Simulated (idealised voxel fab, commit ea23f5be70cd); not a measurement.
This is a process module. Its name is voxel double patterning.
Each square cell in cross-section cut measures 5 nm, and the section as a whole is 265 nm wide.
Notation: cross-section as square-cell grid; stated in bands, top first, going down; one or more cell rows per band.
Band: top height; bottom height; in nm. Then, left to right: material with width in nm, for each material. "edge to edge": a single material spanning edge to edge. "blank": empty space.
Measure heights from 0. That's the level where, below it, the as-received wafer is all one material. The lowest band is bottomless and extends downward; write it as in "from 0 down".
It should be noted that a width expressed as "30 to 40" varies in equal increments from row to row of cells within the band, taking the value of the first number at the top row and that of the second number at the bottom row.
Basically "all unchanged" means that step didn't change any cell in the cross-section.
"closed voids" specifies each empty space that is not open to the top and that occupies no fewer than 8 cells, using the form width x height at distance, the distance measured from the left edge and all three quantities in nm.
It should be noted that, on the line of a given step, the content following the step's settings is a remark produced by the simulator itself with respect to that step.
"overlay nm", when on a step's line for a step with a mask, measures how far to the right of its planned place the mask lay; a negative measure means to the left.
# Set out below are the planned steps of the process
1) RECEIVE: material Si
2) CONFORMAL_DEP: material SiO2, thk nm 10
3) DIRECTIONAL_DEP: material polySi, thk nm 10
4) DIRECTIONAL_DEP: material SiCN, thk nm 5
5) DIRECTIONAL_DEP: material aC, thk nm 15
6) PATTERN: tone open, mask id FIRST, material resist, width nm 15, pitch nm 50, thk nm 30, overlay nm 0
7) DIRECTIONAL_ETCH: etch materials aC, depth nm 15
8) STRIP: etch materials resist
9) DIRECTIONAL_ETCH: etch materials SiCN, depth nm 5
10) STRIP: etch materials aC
11) PATTERN: tone open, mask id SECOND, material resist, width nm 15, thk nm 15, overlay nm 0
12) DIRECTIONAL_ETCH: etch materials SiCN, depth nm 5
13) STRIP: etch materials resist
14) DIRECTIONAL_ETCH: etch materials polySi, depth nm 10
15) STRIP: etch materials SiCN
# Account of the first of two wafers, which was processed as intended
# Cross-section: wafer on arrival = after step 1
* from 0 down | Si edge to edge
* closed voids: none
# Wafer section view after processing step 2
* from 10 to 0 | SiO2 edge to edge
* Heights below 0 show no change.
# Wafer section view after processing step 3
* from 20 to 10 | polySi edge to edge
* Heights below 10 show no change.
# Wafer section view after processing step 4
* from 25 to 20 | SiCN edge to edge
* Heights below 20 show no change.
# Wafer section view after processing step 5
* from 40 to 25 | aC edge to edge
* Heights below 25 show no change.
# Wafer section view after processing step 6
* from 70 to 40 | resist=100, then blank=15, then resist=35, then blank=15, then resist=100
* Heights below 40 show no change.
# Wafer section view after processing step 7
* from 55 to 40 | resist=100, then blank=15, then resist=35, then blank=15, then resist=100
* from 40 to 25 | aC=100, then blank=15, then aC=35, then blank=15, then aC=100
* Heights below 25 show no change.
# Wafer section view after processing step 8
* from 40 to 25 | aC=100, then blank=15, then aC=35, then blank=15, then aC=100
* Heights below 25 show no change.
# Wafer section view after processing step 9
* from 40 to 25 | aC=100, then blank=15, then aC=35, then blank=15, then aC=100
* from 25 to 20 | SiCN=100, then blank=15, then SiCN=35, then blank=15, then SiCN=100
* Heights below 20 show no change.
# Wafer section view after processing step 10
* from 25 to 20 | SiCN=100, then blank=15, then SiCN=35, then blank=15, then SiCN=100
* Heights below 20 show no change.
# Wafer section view after processing step 11
* from 40 to 25 | resist=125, then blank=15, then resist=125
* from 25 to 20 | SiCN=100, then resist=15, then SiCN=35, then resist=15, then SiCN=100
* Heights below 20 show no change.
# Wafer section view after processing step 12
* from 40 to 25 | resist=125, then blank=15, then resist=125
* from 25 to 20 | SiCN=100, then resist=15, then SiCN=10, then blank=15, then SiCN=10, then resist=15, then SiCN=100
* Heights below 20 show no change.
# Wafer section view after processing step 13
* from 25 to 20 | SiCN=100, then blank=15, then SiCN=10, then blank=15, then SiCN=10, then blank=15, then SiCN=100
* Heights below 20 show no change.
# Wafer section view after processing step 14
* from 25 to 20 | SiCN=100, then blank=15, then SiCN=10, then blank=15, then SiCN=10, then blank=15, then SiCN=100
* from 20 to 10 | polySi=100, then blank=15, then polySi=10, then blank=15, then polySi=10, then blank=15, then polySi=100
* Heights below 10 show no change.
# Wafer section view after processing step 15
* from 20 to 10 | polySi=100, then blank=15, then polySi=10, then blank=15, then polySi=10, then blank=15, then polySi=100
* Heights below 10 show no change.
# Wafer two: like wafer one in start and plan, but with one mistake in execution; identical up to and including step 10
# Look at the second wafer in cross-section at the time step 11 ought to have finished
* from 40 to 25 | resist=125, then blank=20, then resist=120
* from 25 to 20 | SiCN=100, then resist=15, then SiCN=35, then resist=15, then SiCN=100
* Heights below 20 show no change.
# Look at the second wafer in cross-section at the time step 12 ought to have finished
* from 40 to 25 | resist=125, then blank=20, then resist=120
* from 25 to 20 | SiCN=100, then resist=15, then SiCN=10, then blank=20, then SiCN=5, then resist=15, then SiCN=100
* Heights below 20 show no change.
# Look at the second wafer in cross-section at the time step 13 ought to have finished
* from 25 to 20 | SiCN=100, then blank=15, then SiCN=10, then blank=20, then SiCN=5, then blank=15, then SiCN=100
* Heights below 20 show no change.
# Look at the second wafer in cross-section at the time step 14 ought to have finished
* from 25 to 20 | SiCN=100, then blank=15, then SiCN=10, then blank=20, then SiCN=5, then blank=15, then SiCN=100
* from 20 to 10 | polySi=100, then blank=15, then polySi=10, then blank=20, then polySi=5, then blank=15, then polySi=100
* Heights below 10 show no change.
# Look at the second wafer in cross-section at the time step 15 ought to have finished
* from 20 to 10 | polySi=100, then blank=15, then polySi=10, then blank=20, then polySi=5, then blank=15, then polySi=100
* Heights below 10 show no change.
Error vs. plan: step 11 ran with different settings than intended, the actual operation and settings being PATTERN: tone open, mask id SECOND, material resist, width nm 20, thk nm 15, overlay nm 0
The final cell counts differ between the wafers, with the second having more or fewer of some materials than the first: 2 fewer of polySi
